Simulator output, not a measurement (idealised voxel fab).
process module | voxel self aligned contacts
cross-section cut | 245 nm wide | cells 5 nm
A cross-section is a grid of square cells, given in bands from the top down. A band is one or more rows of cells.
Each band's line starts with the height of the band's top and of its bottom, in nm. Then come its materials from left to right, each with its width in nm. One material with "throughout" fills the band from edge to edge. "air" is empty space.
Height 0 is the level under which the wafer as received is all one material. The lowest band goes on downwards, as in "0 down".
A width such as "30 to 40" changes by the same amount from each row of cells to the next, from the band's top row to its bottom row.
"no change" after a step means that no cell of the cross-section changed.
closed voids: empty space of 8 cells or more with no open way to the top, each as width x height at its distance from the left edge, in nm
after a step's settings: what the simulator itself notes on the step
overlay nm, on a step with a mask: how far to the right of its planned place the mask lay; to the left if negative
plan
1 op RECEIVE | material Si
2 op OXIDIZE | depth nm 5
3 op DIRECTIONAL_DEP | material polySi | thk nm 30
4 op DIRECTIONAL_DEP | material SiN | thk nm 15
5 op MASKED_ETCH | tone cover | mask id GATE | width nm 35 | pitch nm 70 | etch materials SiN | depth nm 15 | overlay nm 0
6 op MASKED_ETCH | tone cover | mask id GATE | width nm 35 | pitch nm 70 | etch materials polySi | depth nm 30 | overlay nm 0
7 op CONFORMAL_DEP | material SiN | thk nm 5
8 op DIRECTIONAL_ETCH | etch materials SiN | depth nm 5
9 op FILL_DEP | material SiO2 | thk nm 15
10 op CMP | height nm 50
11 op DIRECTIONAL_DEP | material aC | thk nm 15
12 op PATTERN | tone open | mask id CONTACT | material resist | width nm 55 | pitch nm 70 | thk nm 35 | overlay nm 0
13 op DIRECTIONAL_ETCH | etch materials aC | depth nm 5
14 op STRIP | etch materials resist
15 op DIRECTIONAL_ETCH | etch materials SiO2 | depth nm 55
16 op STRIP | etch materials aC
17 op CONFORMAL_DEP | material TiN | thk nm 5
18 op FILL_DEP | material Ru | thk nm 10
19 op CMP | height nm 50
20 op CONFORMAL_DEP | material SiCN | thk nm 5
varied across the wafers: depth nm of step 13. The plan shows the first wafer's value. All wafers start alike
first wafer as received, after step 1
  0 down: Si throughout
  closed voids: none
first wafer at the end, after step 20
  55 to 50: SiCN throughout
  50 to 45: SiO2 throughout
  45 to 30: SiO2 30 | SiN 45 | SiO2 25 | SiN 45 | SiO2 25 | SiN 45 | SiO2 30
  30 to 0: SiO2 30 | SiN 5 | polySi 35 | SiN 5 | SiO2 25 | SiN 5 | polySi 35 | SiN 5 | SiO2 25 | SiN 5 | polySi 35 | SiN 5 | SiO2 30
  0 to -5: SiO2 throughout
  -5 down: Si throughout
  closed voids: none
last wafer at the end
  55 to 50: SiCN throughout
  50 to 45: SiO2 60 | TiN 20 | Ru 15 | TiN 20 | SiO2 15 | TiN 20 | Ru 15 | TiN 20 | SiO2 60
  45 to 30: SiO2 30 | SiN 45 | TiN 5 | Ru 15 | TiN 5 | SiN 45 | TiN 5 | Ru 15 | TiN 5 | SiN 45 | SiO2 30
  30 to 0: SiO2 30 | SiN 5 | polySi 35 | SiN 5 | TiN 5 | Ru 15 | TiN 5 | SiN 5 | polySi 35 | SiN 5 | TiN 5 | Ru 15 | TiN 5 | SiN 5 | polySi 35 | SiN 5 | SiO2 30
  0 to -5: SiO2 75 | TiN 25 | SiO2 45 | TiN 25 | SiO2 75
  -5 down: Si throughout
  closed voids: none
each wafer at the end: cells of each material gained (+) or lost (-) since it was received, then its closed voids
depth nm 5 | -49 Si | +49 SiCN | +117 SiN | +296 SiO2 | +126 polySi | closed voids: none
depth nm 10 | -49 Si | +49 SiCN | +117 SiN | +296 SiO2 | +126 polySi | closed voids: none
depth nm 15 | +60 Ru | -49 Si | +49 SiCN | +117 SiN | +174 SiO2 | +62 TiN | +126 polySi | closed voids: none
depth nm 20 | +60 Ru | -49 Si | +49 SiCN | +117 SiN | +174 SiO2 | +62 TiN | +126 polySi | closed voids: none
depth nm 25 | +60 Ru | -49 Si | +49 SiCN | +117 SiN | +174 SiO2 | +62 TiN | +126 polySi | closed voids: none
depth nm 30 | +60 Ru | -49 Si | +49 SiCN | +117 SiN | +174 SiO2 | +62 TiN | +126 polySi | closed voids: none
